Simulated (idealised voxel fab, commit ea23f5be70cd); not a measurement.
Module name: voxel double patterning (process module)
For reference, the cross-section in this document is cut, with width 215 nm and square cells of 5 nm.
In what follows, cross-sections appear as grids of square cells, described through bands that run from the top down, where every band is one or more rows of cells.
Read a band's entry like this: the first values are the height of its top and the height of its bottom in nm, and what follows is the sequence of materials from left to right, each with its width in nm. Note that "blank" is empty space, and that a single material marked "throughout" reaches across the band from edge to edge.
Heights are expressed relative to 0, this being the level below which the as-received wafer comprises one material exclusively. The lowest band is unbounded in the downward direction and is denoted as in "0 nm and below".
Read "30 to 40" as a graded width: first number on top, second number at the bottom, same change between each pair of neighbouring rows.
A step reported as "remained unchanged" is a step in which no cell of the cross-section changed.
Empty spaces counting at least 8 cells and having no open way to the top are listed in "Sealed internal cavities". The notation width x height at distance is used for each, the distance being from the left edge and all three values in nm.
Step line, after settings: the simulator's comment on this step.
overlay nm: for a step with a mask, the amount by which the mask lay right of where it was planned; a negative amount means left of it.
Plan
1: RECEIVE (material Si)
2: CONFORMAL_DEP (material SiO2; thk nm 5)
3: DIRECTIONAL_DEP (material TiN; thk nm 20)
4: DIRECTIONAL_DEP (material SiCN; thk nm 5)
5: PATTERN (tone open; mask id FIRST; material resist; width nm 15; pitch nm 50; thk nm 15; overlay nm 0)
6: DIRECTIONAL_ETCH (etch materials SiCN; depth nm 5)
7: STRIP (etch materials resist)
8: PATTERN (tone open; mask id SECOND; material resist; width nm 15; thk nm 20; overlay nm 0)
9: DIRECTIONAL_ETCH (etch materials SiCN; depth nm 5)
10: STRIP (etch materials resist)
11: DIRECTIONAL_ETCH (etch materials TiN; depth nm 20)
12: STRIP (etch materials SiCN)
First out of two wafers; run went to plan
Here's what the wafer looked like in cross-section when it arrived - that's after step 1
    0 nm and below  Si throughout
    Sealed internal cavities: none
So this is the wafer cross-section right after step 2
    5 nm to 0 nm  SiO2 throughout
    All layers under 0 are left as they were.
So this is the wafer cross-section right after step 3
    25 nm to 5 nm  TiN throughout
    All layers under 5 are left as they were.
So this is the wafer cross-section right after step 4
    30 nm to 25 nm  SiCN throughout
    All layers under 25 are left as they were.
So this is the wafer cross-section right after step 5
    45 nm to 30 nm  resist 75, blank 15, resist 35, blank 15, resist 75
    All layers under 30 are left as they were.
So this is the wafer cross-section right after step 6
    45 nm to 30 nm  resist 75, blank 15, resist 35, blank 15, resist 75
    30 nm to 25 nm  SiCN 75, blank 15, SiCN 35, blank 15, SiCN 75
    All layers under 25 are left as they were.
So this is the wafer cross-section right after step 7
    30 nm to 25 nm  SiCN 75, blank 15, SiCN 35, blank 15, SiCN 75
    All layers under 25 are left as they were.
So this is the wafer cross-section right after step 8
    50 nm to 30 nm  resist 100, blank 15, resist 100
    30 nm to 25 nm  SiCN 75, resist 15, SiCN 35, resist 15, SiCN 75
    All layers under 25 are left as they were.
So this is the wafer cross-section right after step 9
    50 nm to 30 nm  resist 100, blank 15, resist 100
    30 nm to 25 nm  SiCN 75, resist 15, SiCN 10, blank 15, SiCN 10, resist 15, SiCN 75
    All layers under 25 are left as they were.
So this is the wafer cross-section right after step 10
    30 nm to 25 nm  SiCN 75, blank 15, SiCN 10, blank 15, SiCN 10, blank 15, SiCN 75
    All layers under 25 are left as they were.
So this is the wafer cross-section right after step 11
    30 nm to 25 nm  SiCN 75, blank 15, SiCN 10, blank 15, SiCN 10, blank 15, SiCN 75
    25 nm to 5 nm  TiN 75, blank 15, TiN 10, blank 15, TiN 10, blank 15, TiN 75
    All layers under 5 are left as they were.
So this is the wafer cross-section right after step 12
    25 nm to 5 nm  TiN 75, blank 15, TiN 10, blank 15, TiN 10, blank 15, TiN 75
    All layers under 5 are left as they were.
The Second Wafer: Common Origin and Plan, One Mistake in Execution, Identical to the First Through Step 7
Second wafer at the planned finish of step 8, seen in cross-section
    50 nm to 30 nm  blank 100, resist 15, blank 100
    All layers under 30 are left as they were.
Second wafer at the planned finish of step 9, seen in cross-section
    50 nm to 30 nm  blank 100, resist 15, blank 100
    30 nm to 25 nm  blank 100, SiCN 15, blank 100
    All layers under 25 are left as they were.
Second wafer at the planned finish of step 10, seen in cross-section
    30 nm to 25 nm  blank 100, SiCN 15, blank 100
    All layers under 25 are left as they were.
Second wafer at the planned finish of step 11, seen in cross-section
    30 nm to 25 nm  blank 100, SiCN 15, blank 100
    25 nm to 5 nm  blank 100, TiN 15, blank 100
    All layers under 5 are left as they were.
Second wafer at the planned finish of step 12, seen in cross-section
    25 nm to 5 nm  blank 100, TiN 15, blank 100
    All layers under 5 are left as they were.
What went wrong in running the wafer? so step 8 ended up running with a different setting than we planned, it ran as PATTERN (tone cover; mask id SECOND; material resist; width nm 15; thk nm 20; overlay nm 0)
Looking at both finished wafers in cells, the second ends up ahead of or behind the first on some materials: 124 fewer of TiN
